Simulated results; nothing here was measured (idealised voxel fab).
voxel wiring stack: a process module
The cross-section on display is named cut; it measures 180 nm wide, and its cells are 5 nm squares.
Cross-section format: a grid of square cells, given as bands from top to bottom; each band is one or more rows of cells. Heights first: top, then bottom, in nm. Then materials, left to right, each with a width in nm. "edge to edge" on a single material: fills the band edge to edge. "blank": empty space. Convention: height 0 is the level below which the wafer, as received, is all one material. The lowest band does not terminate at the bottom but continues downward, represented as "0 down". Read "30..40" as a graded width: first number on top, second number at the bottom, same change between each pair of neighbouring rows. You'll sometimes find "no alteration" written for a step, and that's the way of saying that nowhere in the cross-section did a cell change during that step. Closed-off voids of 8+ cells (no open route to the top) go in "Internal closed voids", written width x height at distance from the left edge, in nm. Step line, after settings: the simulator's comment on this step. overlay nm: mask offset rightward from planned place, masked step; negative means leftward offset.
-- The process steps that were planned are listed below
1 RECEIVE,material Si
2 CONFORMAL_DEP,material SiO2,thk nm 10
3 DIRECTIONAL_DEP,material TiN,thk nm 5
4 DIRECTIONAL_DEP,material W,thk nm 20
5 MASKED_ETCH,tone cover,mask id METAL_1,width nm 25,pitch nm 45,etch materials W,depth nm 20,overlay nm 0
6 MASKED_ETCH,tone cover,mask id METAL_1,width nm 25,pitch nm 45,etch materials TiN,depth nm 5,overlay nm 0
7 FILL_DEP,material SiO2,thk nm 5
8 CMP,height nm 35
9 CONFORMAL_DEP,material SiCN,thk nm 5
10 DIRECTIONAL_DEP,material lowk,thk nm 25
11 DIRECTIONAL_DEP,material aC,thk nm 5
12 PATTERN,tone open,mask id METAL_2_HOLES,material resist,width nm 15,pitch nm 45,thk nm 30,overlay nm 0
13 DIRECTIONAL_ETCH,etch materials aC,depth nm 15
14 STRIP,etch materials resist
15 DIRECTIONAL_ETCH,etch materials lowk,depth nm 25
16 STRIP,etch materials aC
17 PATTERN,tone open,mask id METAL_2,material resist,width nm 25,pitch nm 45,thk nm 15,overlay nm 0
18 DIRECTIONAL_ETCH,etch materials lowk,depth nm 15
19 DIRECTIONAL_ETCH,etch materials SiCN,depth nm 5
20 STRIP,etch materials resist
21 CONFORMAL_DEP,material TiN,thk nm 5
22 FILL_DEP,material Cu,thk nm 10
23 CMP,height nm 65
24 CONFORMAL_DEP,material SiCN,thk nm 5
25 DIRECTIONAL_DEP,material SiO2,thk nm 25
26 MASKED_ETCH,tone open,mask id METAL_3_HOLES,width nm 15,pitch nm 45,etch materials SiO2,depth nm 25,overlay nm 0
27 DIRECTIONAL_DEP,material aC,thk nm 15
28 PATTERN,tone open,mask id METAL_3,material resist,width nm 25,pitch nm 45,thk nm 30,overlay nm 0
29 DIRECTIONAL_ETCH,etch materials aC,depth nm 15
30 STRIP,etch materials resist
31 DIRECTIONAL_ETCH,etch materials SiO2,depth nm 15
32 DIRECTIONAL_ETCH,etch materials SiCN,depth nm 5
33 STRIP,etch materials aC
34 CONFORMAL_DEP,material TiN,thk nm 5
35 FILL_DEP,material Cu,thk nm 5
36 CMP,height nm 95
37 CONFORMAL_DEP,material SiCN,thk nm 5
Split variable: thk nm, step 11. Plan value = first wafer. Wafers start alike.
-- Incoming state of the first of several wafers in cross-section: after step 1
  0 down: Si edge to edge
  Internal closed voids: none
-- First of several wafers in cross-section at module end, following the final step, step 37
  100 to 95: SiCN edge to edge
  95 to 85: SiO2: 55 / TiN: 5 / Cu: 15 / TiN: 5 / SiO2: 20 / TiN: 5 / Cu: 15 / TiN: 5 / SiO2: 55
  85 to 80: SiO2: 55 / TiN: 5 / Cu: 5 / TiN: 15 / SiO2: 20 / TiN: 5 / Cu: 5 / TiN: 15 / SiO2: 55
  80 to 70: SiO2: 55 / TiN: 5 / Cu: 5 / TiN: 5 / SiO2: 30 / TiN: 5 / Cu: 5 / TiN: 5 / SiO2: 65
  70 to 65: SiCN: 55 / TiN: 15 / SiCN: 30 / TiN: 15 / SiCN: 65
  65 to 55: lowk: 55 / TiN: 5 / Cu: 15 / TiN: 5 / lowk: 20 / TiN: 5 / Cu: 15 / TiN: 5 / lowk: 55
  55 to 50: lowk: 55 / TiN: 5 / Cu: 5 / TiN: 15 / lowk: 20 / TiN: 5 / Cu: 5 / TiN: 15 / lowk: 55
  50 to 40: lowk: 55 / TiN: 5 / Cu: 5 / TiN: 5 / lowk: 30 / TiN: 5 / Cu: 5 / TiN: 5 / lowk: 65
  40 to 35: SiCN: 55 / TiN: 15 / SiCN: 30 / TiN: 15 / SiCN: 65
  35 to 15: SiO2: 55 / W: 25 / SiO2: 20 / W: 25 / SiO2: 55
  15 to 10: SiO2: 55 / TiN: 25 / SiO2: 20 / TiN: 25 / SiO2: 55
  10 to 0: SiO2 edge to edge
  0 down: Si edge to edge
  Internal closed voids: none
-- Cross-section at module completion, last wafer
  100 to 95: SiCN edge to edge
  95 to 85: SiO2: 55 / TiN: 5 / Cu: 15 / TiN: 5 / SiO2: 20 / TiN: 5 / Cu: 15 / TiN: 5 / SiO2: 55
  85 to 80: SiO2: 55 / TiN: 5 / Cu: 5 / TiN: 15 / SiO2: 20 / TiN: 5 / Cu: 5 / TiN: 15 / SiO2: 55
  80 to 70: SiO2: 55 / TiN: 5 / Cu: 5 / TiN: 5 / SiO2: 30 / TiN: 5 / Cu: 5 / TiN: 5 / SiO2: 65
  70 to 65: SiCN: 55 / TiN: 15 / SiCN: 30 / TiN: 15 / SiCN: 65
  65 to 55: lowk: 55 / TiN: 5 / Cu: 15 / TiN: 5 / lowk: 20 / TiN: 5 / Cu: 15 / TiN: 5 / lowk: 55
  55 to 50: lowk: 55 / TiN: 25 / lowk: 20 / TiN: 25 / lowk: 55
  50 to 40: lowk edge to edge
  40 to 35: SiCN edge to edge
  35 to 15: SiO2: 55 / W: 25 / SiO2: 20 / W: 25 / SiO2: 55
  15 to 10: SiO2: 55 / TiN: 25 / SiO2: 20 / TiN: 25 / SiO2: 55
  10 to 0: SiO2 edge to edge
  0 down: Si edge to edge
  Internal closed voids: none
-- The following table contains a row per wafer, in which are reported, at the conclusion of the module, the cells of each material gained (+) or lost (-) since the wafer's receipt, with its closed voids given thereafter
thk nm 5, +36 Cu, +96 SiCN, +340 SiO2, +70 TiN, +40 W, +138 lowk, Internal closed voids: none
thk nm 10, +36 Cu, +96 SiCN, +340 SiO2, +70 TiN, +40 W, +138 lowk, Internal closed voids: none
thk nm 15, +36 Cu, +96 SiCN, +340 SiO2, +70 TiN, +40 W, +138 lowk, Internal closed voids: none
thk nm 20, +30 Cu, +102 SiCN, +340 SiO2, +58 TiN, +40 W, +150 lowk, Internal closed voids: none
thk nm 25, +30 Cu, +102 SiCN, +340 SiO2, +58 TiN, +40 W, +150 lowk, Internal closed voids: none
thk nm 30, +30 Cu, +102 SiCN, +340 SiO2, +58 TiN, +40 W, +150 lowk, Internal closed voids: none
